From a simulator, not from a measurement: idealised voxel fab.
process module | voxel released beams
cross-section cut | 185 nm wide | cells 5 nm
A cross-section is a grid of square cells, given in bands from the top down. A band is one or more rows of cells.
Each band's line starts with the height of the band's top and of its bottom, in nm. Then come its materials from left to right, each with its width in nm. One material with "throughout" fills the band from edge to edge. "air" is empty space.
Height 0 is the level under which the wafer as received is all one material. The lowest band goes on downwards, as in "0 down".
A width such as "30 to 40" changes by the same amount from each row of cells to the next, from the band's top row to its bottom row.
"no change" after a step means that no cell of the cross-section changed.
closed voids: empty space of 8 cells or more with no open way to the top, each as width x height at its distance from the left edge, in nm
after a step's settings: what the simulator itself notes on the step
overlay nm, on a step with a mask: how far to the right of its planned place the mask lay; to the left if negative
plan
1 op RECEIVE | material Si
2 op CONFORMAL_DEP | material SiN | thk nm 5
3 op DIRECTIONAL_DEP | material SiO2 | thk nm 15
4 op MASKED_ETCH | tone open | mask id ANCHOR | width nm 30 | etch materials SiO2 | depth nm 15 | overlay nm 0
5 op CONFORMAL_DEP | material TiN | thk nm 10
6 op PATTERN | tone cover | mask id BEAM | material resist | width nm 105 | thk nm 20 | overlay nm 0
7 op DIRECTIONAL_ETCH | etch materials TiN | depth nm 10
8 op STRIP | etch materials resist
9 op STRIP | etch materials SiO2
first wafer, as planned
as received, after step 1
  0 down: Si throughout
  closed voids: none
after step 2
  5 to 0: SiN throughout
  below 0: unchanged
after step 3
  20 to 5: SiO2 throughout
  below 5: unchanged
after step 4
  20 to 5: SiO2 40 | air 30 | SiO2 115
  below 5: unchanged
after step 5
  30 to 20: TiN 50 | air 10 | TiN 125
  20 to 15: SiO2 40 | TiN 10 | air 10 | TiN 10 | SiO2 115
  15 to 5: SiO2 40 | TiN 30 | SiO2 115
  below 5: unchanged
after step 6
  50 to 30: air 35 | resist 105 | air 45
  30 to 20: TiN 50 | resist 10 | TiN 125
  20 to 15: SiO2 40 | TiN 10 | resist 10 | TiN 10 | SiO2 115
  below 15: unchanged
after step 7
  50 to 30: air 35 | resist 105 | air 45
  30 to 20: air 35 | TiN 15 | resist 10 | TiN 80 | air 45
  below 20: unchanged
after step 8
  30 to 20: air 35 | TiN 15 | air 10 | TiN 80 | air 45
  20 to 15: SiO2 40 | TiN 10 | air 10 | TiN 10 | SiO2 115
  below 15: unchanged
after step 9
  30 to 20: air 35 | TiN 15 | air 10 | TiN 80 | air 45
  20 to 15: air 40 | TiN 10 | air 10 | TiN 10 | air 115
  15 to 5: air 40 | TiN 30 | air 115
  below 5: unchanged
second wafer: like start, like plan, one mistake. Through step 1 it matches the first wafer
when step 2 should have ended
  15 to 0: SiO2 throughout
  below 0: unchanged
when step 3 should have ended
  20 to 15: SiN throughout
  below 15: unchanged
when step 4 should have ended: no change
when step 5 should have ended
  30 to 20: TiN throughout
  below 20: unchanged
when step 6 should have ended
  50 to 30: air 35 | resist 105 | air 45
  below 30: unchanged
when step 7 should have ended
  50 to 30: air 35 | resist 105 | air 45
  30 to 20: air 35 | TiN 105 | air 45
  below 20: unchanged
when step 8 should have ended
  30 to 20: air 35 | TiN 105 | air 45
  below 20: unchanged
when step 9 should have ended: no change
what went wrong: steps 2 and 3 were swapped
at the end the second wafer has, in cells: 111 more of SiO2 | 12 fewer of TiN
